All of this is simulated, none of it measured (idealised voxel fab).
process module | voxel self aligned vias
cross-section cut | 185 nm wide | cells 5 nm
A cross-section is a grid of square cells, given in bands from the top down. A band is one or more rows of cells.
Each band's line starts with the height of the band's top and of its bottom, in nm. Then come its materials from left to right, each with its width in nm. One material with "throughout" fills the band from edge to edge. "air" is empty space.
Height 0 is the level under which the wafer as received is all one material. The lowest band goes on downwards, as in "0 down".
A width such as "30 to 40" changes by the same amount from each row of cells to the next, from the band's top row to its bottom row.
"no change" after a step means that no cell of the cross-section changed.
closed voids: empty space of 8 cells or more with no open way to the top, each as width x height at its distance from the left edge, in nm
after a step's settings: what the simulator itself notes on the step
overlay nm, on a step with a mask: how far to the right of its planned place the mask lay; to the left if negative
plan
1 op RECEIVE | material Si
2 op CONFORMAL_DEP | material SiO2 | thk nm 15
3 op CONFORMAL_DEP | material SiCN | thk nm 5
4 op DIRECTIONAL_DEP | material SiO2 | thk nm 30
5 op DIRECTIONAL_DEP | material aC | thk nm 10
6 op PATTERN | tone open | mask id LINES | material resist | width nm 25 | pitch nm 50 | thk nm 25 | overlay nm 0
7 op DIRECTIONAL_ETCH | etch materials aC | depth nm 10
8 op STRIP | etch materials resist
9 op DIRECTIONAL_ETCH | etch materials SiO2 | depth nm 30
10 op STRIP | etch materials aC
11 op CONFORMAL_DEP | material TiN | thk nm 5
12 op FILL_DEP | material W | thk nm 5
13 op CMP | height nm 50
14 op SELECTIVE_ETCH | etch materials W Ru TiN | depth nm 5
15 op FILL_DEP | material SiN | thk nm 10
16 op CMP | height nm 50
17 op DIRECTIONAL_DEP | material SiO2 | thk nm 15
18 op MASKED_ETCH | tone open | mask id VIAS | width nm 35 | etch materials SiO2 | depth nm 15 | overlay nm 0
19 op MASKED_ETCH | tone open | mask id VIAS | width nm 35 | etch materials SiN | depth nm 5 | overlay nm 0
20 op CONFORMAL_DEP | material TiN | thk nm 5
21 op FILL_DEP | material Cu | thk nm 10
22 op CMP | height nm 65
23 op CONFORMAL_DEP | material SiCN | thk nm 5
first wafer, as planned
as received, after step 1
  0 down: Si throughout
  closed voids: none
after step 2
  15 to 0: SiO2 throughout
  below 0: unchanged
after step 3
  20 to 15: SiCN throughout
  below 15: unchanged
after step 4
  50 to 20: SiO2 throughout
  below 20: unchanged
after step 5
  60 to 50: aC throughout
  below 50: unchanged
after step 6
  85 to 60: resist 55 | air 25 | resist 25 | air 25 | resist 55
  below 60: unchanged
after step 7
  75 to 60: resist 55 | air 25 | resist 25 | air 25 | resist 55
  60 to 50: aC 55 | air 25 | aC 25 | air 25 | aC 55
  below 50: unchanged
after step 8
  60 to 50: aC 55 | air 25 | aC 25 | air 25 | aC 55
  below 50: unchanged
after step 9
  60 to 50: aC 55 | air 25 | aC 25 | air 25 | aC 55
  50 to 20: SiO2 55 | air 25 | SiO2 25 | air 25 | SiO2 55
  below 20: unchanged
after step 10
  50 to 20: SiO2 55 | air 25 | SiO2 25 | air 25 | SiO2 55
  below 20: unchanged
after step 11
  55 to 50: TiN 60 | air 15 | TiN 35 | air 15 | TiN 60
  50 to 25: SiO2 55 | TiN 5 | air 15 | TiN 5 | SiO2 25 | TiN 5 | air 15 | TiN 5 | SiO2 55
  25 to 20: SiO2 55 | TiN 25 | SiO2 25 | TiN 25 | SiO2 55
  below 20: unchanged
after step 12
  60 to 55: W throughout
  55 to 50: TiN 60 | W 15 | TiN 35 | W 15 | TiN 60
  50 to 25: SiO2 55 | TiN 5 | W 15 | TiN 5 | SiO2 25 | TiN 5 | W 15 | TiN 5 | SiO2 55
  below 25: unchanged
after step 13
  50 to 25: SiO2 55 | TiN 5 | W 15 | TiN 5 | SiO2 25 | TiN 5 | W 15 | TiN 5 | SiO2 55
  below 25: unchanged
after step 14
  50 to 45: SiO2 55 | air 25 | SiO2 25 | air 25 | SiO2 55
  below 45: unchanged
after step 15
  60 to 50: SiN throughout
  50 to 45: SiO2 55 | SiN 25 | SiO2 25 | SiN 25 | SiO2 55
  below 45: unchanged
after step 16
  50 to 45: SiO2 55 | SiN 25 | SiO2 25 | SiN 25 | SiO2 55
  below 45: unchanged
after step 17
  65 to 50: SiO2 throughout
  below 50: unchanged
after step 18
  65 to 50: SiO2 50 | air 35 | SiO2 100
  below 50: unchanged
after step 19
  65 to 50: SiO2 50 | air 35 | SiO2 100
  50 to 45: SiO2 55 | air 25 | SiO2 25 | SiN 25 | SiO2 55
  below 45: unchanged
after step 20
  70 to 65: TiN 55 | air 25 | TiN 105
  65 to 55: SiO2 50 | TiN 5 | air 25 | TiN 5 | SiO2 100
  55 to 50: SiO2 50 | TiN 10 | air 15 | TiN 10 | SiO2 100
  50 to 45: SiO2 55 | TiN 25 | SiO2 25 | SiN 25 | SiO2 55
  below 45: unchanged
after step 21
  80 to 70: Cu throughout
  70 to 65: TiN 55 | Cu 25 | TiN 105
  65 to 55: SiO2 50 | TiN 5 | Cu 25 | TiN 5 | SiO2 100
  55 to 50: SiO2 50 | TiN 10 | Cu 15 | TiN 10 | SiO2 100
  below 50: unchanged
after step 22
  65 to 55: SiO2 50 | TiN 5 | Cu 25 | TiN 5 | SiO2 100
  below 55: unchanged
after step 23
  70 to 65: SiCN throughout
  below 65: unchanged
second wafer: like start, like plan, one mistake. Through step 17 it matches the first wafer
when step 18 should have ended
  65 to 50: SiO2 45 | air 45 | SiO2 95
  below 50: unchanged
when step 19 should have ended
  65 to 50: SiO2 45 | air 45 | SiO2 95
  50 to 45: SiO2 55 | air 25 | SiO2 25 | SiN 25 | SiO2 55
  below 45: unchanged
when step 20 should have ended
  70 to 65: TiN 50 | air 35 | TiN 100
  65 to 55: SiO2 45 | TiN 5 | air 35 | TiN 5 | SiO2 95
  55 to 50: SiO2 45 | TiN 15 | air 15 | TiN 15 | SiO2 95
  50 to 45: SiO2 55 | TiN 25 | SiO2 25 | SiN 25 | SiO2 55
  below 45: unchanged
when step 21 should have ended
  80 to 70: Cu throughout
  70 to 65: TiN 50 | Cu 35 | TiN 100
  65 to 55: SiO2 45 | TiN 5 | Cu 35 | TiN 5 | SiO2 95
  55 to 50: SiO2 45 | TiN 15 | Cu 15 | TiN 15 | SiO2 95
  below 50: unchanged
when step 22 should have ended
  65 to 55: SiO2 45 | TiN 5 | Cu 35 | TiN 5 | SiO2 95
  below 55: unchanged
when step 23 should have ended
  70 to 65: SiCN throughout
  below 65: unchanged
what went wrong: step 18 ran as: op MASKED_ETCH | tone open | mask id VIAS | width nm 45 | etch materials SiO2 | depth nm 15 | overlay nm 0
at the end the second wafer has, in cells: 4 more of Cu | 6 fewer of SiO2 | 2 more of TiN
